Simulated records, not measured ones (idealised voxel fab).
This is a process module. Its name is voxel wiring stack.
The cross-section on display is named cut; it measures 210 nm wide, and its cells are 5 nm squares.
Think of the cross-section as a grid of square cells. We describe it in bands, top to bottom, and each band covers one or more rows of those cells.
For a band, the entry starts with two heights in nm, that of the top and then that of the bottom, and carries on with the band's materials in order from left to right, each alongside its width in nm; the word "everywhere" beside a single material means it fills the band edge to edge, and "blank" means empty space.
Heights are expressed relative to 0, this being the level below which the as-received wafer comprises one material exclusively. The lowest band is unbounded in the downward direction and is denoted as in "0 and below".
Think of "30 to 40" as a width that walks from the first number to the second as you go down the band, top row to bottom row, taking equal-sized steps from row to row.
Where a step carries "all unchanged", the cross-section came out of it unchanged, cell for cell.
Empty spaces without an open route to the top, at least 8 cells in extent, make up the entry "Enclosed void list"; each is given as width x height at distance, where the distance is measured from the left edge, and all are in nm.
If you see something after the settings on a step's line, that's the simulator's own remark about that step.
The line of a step may include "overlay nm". On a step with a mask, this value is how far to the right of its planned place the mask lay. A negative value means the mask lay to the left.

**The planned process steps are enumerated hereunder**
- 1: RECEIVE | material Si
- 2: CONFORMAL_DEP | material SiO2 | thk nm 10
- 3: DIRECTIONAL_DEP | material TiN | thk nm 5
- 4: DIRECTIONAL_DEP | material Ru | thk nm 25
- 5: DIRECTIONAL_DEP | material aC | thk nm 10
- 6: PATTERN | tone cover | mask id METAL_1 | material resist | width nm 25 | pitch nm 40 | thk nm 25 | overlay nm 0
- 7: DIRECTIONAL_ETCH | etch materials aC | depth nm 10
- 8: STRIP | etch materials resist
- 9: DIRECTIONAL_ETCH | etch materials Ru | depth nm 25
- 10: DIRECTIONAL_ETCH | etch materials TiN | depth nm 5
- 11: STRIP | etch materials aC
- 12: FILL_DEP | material SiO2 | thk nm 5
- 13: CMP | height nm 30
- 14: CONFORMAL_DEP | material SiCN | thk nm 5
- 15: DIRECTIONAL_DEP | material SiO2 | thk nm 15
- 16: MASKED_ETCH | tone open | mask id PLUG_1 | width nm 15 | pitch nm 40 | etch materials SiO2 | depth nm 15 | overlay nm 0
- 17: MASKED_ETCH | tone open | mask id PLUG_1 | width nm 15 | pitch nm 40 | etch materials SiCN | depth nm 5 | overlay nm 0
- 18: CONFORMAL_DEP | material TiN | thk nm 5
- 19: FILL_DEP | material Ru | thk nm 10
- 20: CMP | height nm 60
- 21: CONFORMAL_DEP | material SiN | thk nm 5
- 22: DIRECTIONAL_DEP | material lowk | thk nm 15
- 23: DIRECTIONAL_DEP | material aC | thk nm 10
- 24: PATTERN | tone open | mask id METAL_2 | material resist | width nm 25 | pitch nm 40 | thk nm 30 | overlay nm 0
- 25: DIRECTIONAL_ETCH | etch materials aC | depth nm 10
- 26: STRIP | etch materials resist
- 27: DIRECTIONAL_ETCH | etch materials lowk | depth nm 15
- 28: DIRECTIONAL_ETCH | etch materials SiN | depth nm 5
- 29: STRIP | etch materials aC
- 30: CONFORMAL_DEP | material TiN | thk nm 5
- 31: FILL_DEP | material Cu | thk nm 5
- 32: CMP | height nm 80
- 33: CONFORMAL_DEP | material SiCN | thk nm 5
- 34: DIRECTIONAL_DEP | material SiO2 | thk nm 30
- 35: MASKED_ETCH | tone open | mask id METAL_3_HOLES | width nm 15 | pitch nm 80 | etch materials SiO2 | depth nm 30 | overlay nm 0
- 36: DIRECTIONAL_DEP | material aC | thk nm 15
- 37: PATTERN | tone open | mask id METAL_3 | material resist | width nm 25 | pitch nm 40 | thk nm 30 | overlay nm 0
- 38: DIRECTIONAL_ETCH | etch materials aC | depth nm 15
- 39: STRIP | etch materials resist
- 40: DIRECTIONAL_ETCH | etch materials SiO2 | depth nm 20
- 41: DIRECTIONAL_ETCH | etch materials SiCN | depth nm 5
- 42: STRIP | etch materials aC
- 43: CONFORMAL_DEP | material TiN | thk nm 5
- 44: FILL_DEP | material Cu | thk nm 10
- 45: CMP | height nm 115
- 46: CONFORMAL_DEP | material SiN | thk nm 5
For clarity, it should be stated that the wafers under discussion commence in an identical condition and differ with respect to the height nm of step 13, the plan indicating the value that the first wafer had.

**Incoming state of the first of several wafers in cross-section: after step 1**
	0 and below | Si everywhere
	Enclosed void list: none

**Basically each wafer gets a line in the table, showing it at the end of the module: material by material, the cells it gained (+) or lost (-) since we got it, then its closed voids**
height nm 30, +78 Cu, +118 Ru, +66 SiCN, +64 SiN, +422 SiO2, +194 TiN, +66 lowk, Enclosed void list: none
height nm 35, +78 Cu, +96 Ru, +66 SiCN, +64 SiN, +444 SiO2, +194 TiN, +66 lowk, Enclosed void list: none
height nm 40, +78 Cu, +112 Ru, +66 SiCN, +64 SiN, +466 SiO2, +156 TiN, +66 lowk, Enclosed void list: none
height nm 45, +78 Cu, +108 Ru, +66 SiCN, +64 SiN, +478 SiO2, +148 TiN, +66 lowk, Enclosed void list: none
